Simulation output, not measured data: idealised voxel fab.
process module | voxel ribs on slabs
cross-section cut | 220 nm wide | cells 5 nm
A cross-section is a grid of square cells, given in bands from the top down. A band is one or more rows of cells.
Each band's line starts with the height of the band's top and of its bottom, in nm. Then come its materials from left to right, each with its width in nm. One material with "throughout" fills the band from edge to edge. "air" is empty space.
Height 0 is the level under which the wafer as received is all one material. The lowest band goes on downwards, as in "0 down".
A width such as "30 to 40" changes by the same amount from each row of cells to the next, from the band's top row to its bottom row.
"no change" after a step means that no cell of the cross-section changed.
closed voids: empty space of 8 cells or more with no open way to the top, each as width x height at its distance from the left edge, in nm
after a step's settings: what the simulator itself notes on the step
overlay nm, on a step with a mask: how far to the right of its planned place the mask lay; to the left if negative
plan
1 op RECEIVE | material Si
2 op DIRECTIONAL_DEP | material SiO2 | thk nm 30
3 op DIRECTIONAL_DEP | material polySi | thk nm 15
4 op MASKED_ETCH | tone cover | mask id RIB | width nm 15 | etch materials polySi | depth nm 10 | overlay nm 0
5 op MASKED_ETCH | tone cover | mask id SLAB | width nm 65 | etch materials polySi | depth nm 5 | overlay nm 0
6 op FILL_DEP | material SiO2 | thk nm 25
7 op CMP | height nm 65
8 op DIRECTIONAL_DEP | material TiN | thk nm 10
9 op PATTERN | tone cover | mask id HEATER | material resist | width nm 25 | thk nm 20 | overlay nm 0
10 op DIRECTIONAL_ETCH | etch materials TiN | depth nm 10
11 op STRIP | etch materials resist
12 op CONFORMAL_DEP | material SiO2 | thk nm 5
as received, after step 1
  0 down: Si throughout
  closed voids: none
a wafer at the end: this start, this plan, one mistake
  80 to 70: air 90 | TiN 35 | air 95
  70 to 65: TiN throughout
  65 to 45: SiO2 throughout
  45 to 35: SiO2 100 | polySi 15 | SiO2 105
  35 to 30: SiO2 75 | polySi 65 | SiO2 80
  30 to 0: SiO2 throughout
  0 down: Si throughout
  closed voids: none
what went wrong: step 12 ran as: op CONFORMAL_DEP | material TiN | thk nm 5
